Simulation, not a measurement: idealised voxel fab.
The process module presented herein is designated voxel released beams.
FYI the section here is cut, 295 nm wide, cells are 5 nm squares.
Cross-section = grid of square cells, listed top down in bands; band = one or more rows. First you get the band's top height and its bottom height, in nm, and then the materials it's made of, left to right, with each width in nm. If you see a single material with "all across", that one covers the band edge to edge. "blank" is empty space. Heights from 0 (as-received wafer is one material below). Bottom band endless downward, as "0 and below". Graded width ("30 to 40"): value in top row of band = first number; value in bottom row = second number; row-to-row change constant. You'll sometimes find "no change" written for a step, and that's the way of saying that nowhere in the cross-section did a cell change during that step. In "Closed cavities" the enclosed voids are listed, meaning empty spaces of 8 cells or larger without any opening to the top. The form is width x height at distance, distance from the left edge, units nm. That trailing text on a step's line, after the settings, is the simulator's own remark on the step. The setting "overlay nm" may be written on the line of a step. When the step uses a mask, the value reports how far to the right of the planned place the mask lay, and a negative value reports that it lay to the left.

# The process steps that were planned are listed below
1,RECEIVE with material Si
2,CONFORMAL_DEP with material SiN, thk nm 5
3,DIRECTIONAL_DEP with material SiO2, thk nm 10
4,MASKED_ETCH with tone open, mask id ANCHOR, width nm 45, etch materials SiO2, depth nm 10, overlay nm 0
5,CONFORMAL_DEP with material TiN, thk nm 15
6,PATTERN with tone cover, mask id BEAM, material resist, width nm 105, thk nm 15, overlay nm 0
7,DIRECTIONAL_ETCH with etch materials TiN, depth nm 15
8,STRIP with etch materials resist
9,STRIP with etch materials SiO2

# Wafer cross-section on receipt, i.e. after step 1
> 0 and below | Si all across
> Closed cavities: none

# Cross-section, first of two wafers, end of module, run as planned
> 30 down to 20 | blank=90 | TiN=20 | blank=15 | TiN=70 | blank=100
> 20 down to 15 | blank=90 | TiN=105 | blank=100
> 15 down to 5 | blank=95 | TiN=45 | blank=155
> 5 down to 0 | SiN all across
> 0 and below | Si all across
> Closed cavities: none

# second wafer at the end: like start, like plan, one mistake
> 30 down to 20 | blank=90 | TiN=65 | blank=140
> 20 down to 15 | blank=90 | TiN=105 | blank=100
> 15 down to 5 | blank=80 | TiN=15 | SiO2=45 | TiN=55 | blank=100
> 5 down to 0 | SiN all across
> 0 and below | Si all across
> Closed cavities: none
Where did the run depart from the plan? off-plan run, step 4, actual operation and settings MASKED_ETCH with tone cover, mask id ANCHOR, width nm 45, etch materials SiO2, depth nm 10, overlay nm 0
Bottom line after processing is that, in cells, the second wafer is up or down on some materials versus the first: SiO2: 18 more
